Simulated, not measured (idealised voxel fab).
process module | voxel ribs on slabs
cross-section cut | 265 nm wide | cells 5 nm
A cross-section is a grid of square cells, given in bands from the top down. A band is one or more rows of cells.
Each band's line starts with the height of the band's top and of its bottom, in nm. Then come its materials from left to right, each with its width in nm. One material with "throughout" fills the band from edge to edge. "air" is empty space.
Height 0 is the level under which the wafer as received is all one material. The lowest band goes on downwards, as in "0 down".
A width such as "30 to 40" changes by the same amount from each row of cells to the next, from the band's top row to its bottom row.
"no change" after a step means that no cell of the cross-section changed.
closed voids: empty space of 8 cells or more with no open way to the top, each as width x height at its distance from the left edge, in nm
after a step's settings: what the simulator itself notes on the step
overlay nm, on a step with a mask: how far to the right of its planned place the mask lay; to the left if negative
plan
1 op RECEIVE | material Si
2 op DIRECTIONAL_DEP | material SiO2 | thk nm 30
3 op DIRECTIONAL_DEP | material polySi | thk nm 20
4 op DIRECTIONAL_DEP | material aC | thk nm 10
5 op PATTERN | tone cover | mask id RIB | material resist | width nm 25 | thk nm 25 | overlay nm -15
6 op DIRECTIONAL_ETCH | etch materials aC | depth nm 10
7 op STRIP | etch materials resist
8 op DIRECTIONAL_ETCH | etch materials polySi | depth nm 10
9 op STRIP | etch materials aC
10 op MASKED_ETCH | tone cover | mask id SLAB | width nm 85 | etch materials polySi | depth nm 10 | overlay nm 0
11 op FILL_DEP | material SiO2 | thk nm 30
12 op CMP | height nm 70
13 op DIRECTIONAL_DEP | material TiN | thk nm 5
14 op DIRECTIONAL_DEP | material aC | thk nm 10
15 op PATTERN | tone cover | mask id HEATER | material resist | width nm 35 | thk nm 30 | overlay nm 0
16 op DIRECTIONAL_ETCH | etch materials aC | depth nm 10
17 op STRIP | etch materials resist
18 op DIRECTIONAL_ETCH | etch materials TiN | depth nm 5
19 op STRIP | etch materials aC
20 op CONFORMAL_DEP | material SiN | thk nm 5
varied across the wafers: overlay nm of step 5. The plan shows the first wafer's value. All wafers start alike
first wafer as received, after step 1
  0 down: Si throughout
  closed voids: none
first wafer at the end, after step 20
  80 to 75: air 110 | SiN 45 | air 110
  75 to 70: SiN 115 | TiN 35 | SiN 115
  70 to 50: SiO2 throughout
  50 to 40: SiO2 105 | polySi 25 | SiO2 135
  40 to 30: SiO2 90 | polySi 85 | SiO2 90
  30 to 0: SiO2 throughout
  0 down: Si throughout
  closed voids: none
last wafer at the end
  80 to 75: air 110 | SiN 45 | air 110
  75 to 70: SiN 115 | TiN 35 | SiN 115
  70 to 50: SiO2 throughout
  50 to 40: SiO2 135 | polySi 25 | SiO2 105
  40 to 30: SiO2 90 | polySi 85 | SiO2 90
  30 to 0: SiO2 throughout
  0 down: Si throughout
  closed voids: none
each wafer at the end: cells of each material gained (+) or lost (-) since it was received, then its closed voids
overlay nm -15 | +55 SiN | +698 SiO2 | +7 TiN | +44 polySi | closed voids: none
overlay nm -10 | +55 SiN | +698 SiO2 | +7 TiN | +44 polySi | closed voids: none
overlay nm -5 | +55 SiN | +698 SiO2 | +7 TiN | +44 polySi | closed voids: none
overlay nm 0 | +55 SiN | +698 SiO2 | +7 TiN | +44 polySi | closed voids: none
overlay nm 5 | +55 SiN | +698 SiO2 | +7 TiN | +44 polySi | closed voids: none
overlay nm 10 | +55 SiN | +698 SiO2 | +7 TiN | +44 polySi | closed voids: none
overlay nm 15 | +55 SiN | +698 SiO2 | +7 TiN | +44 polySi | closed voids: none
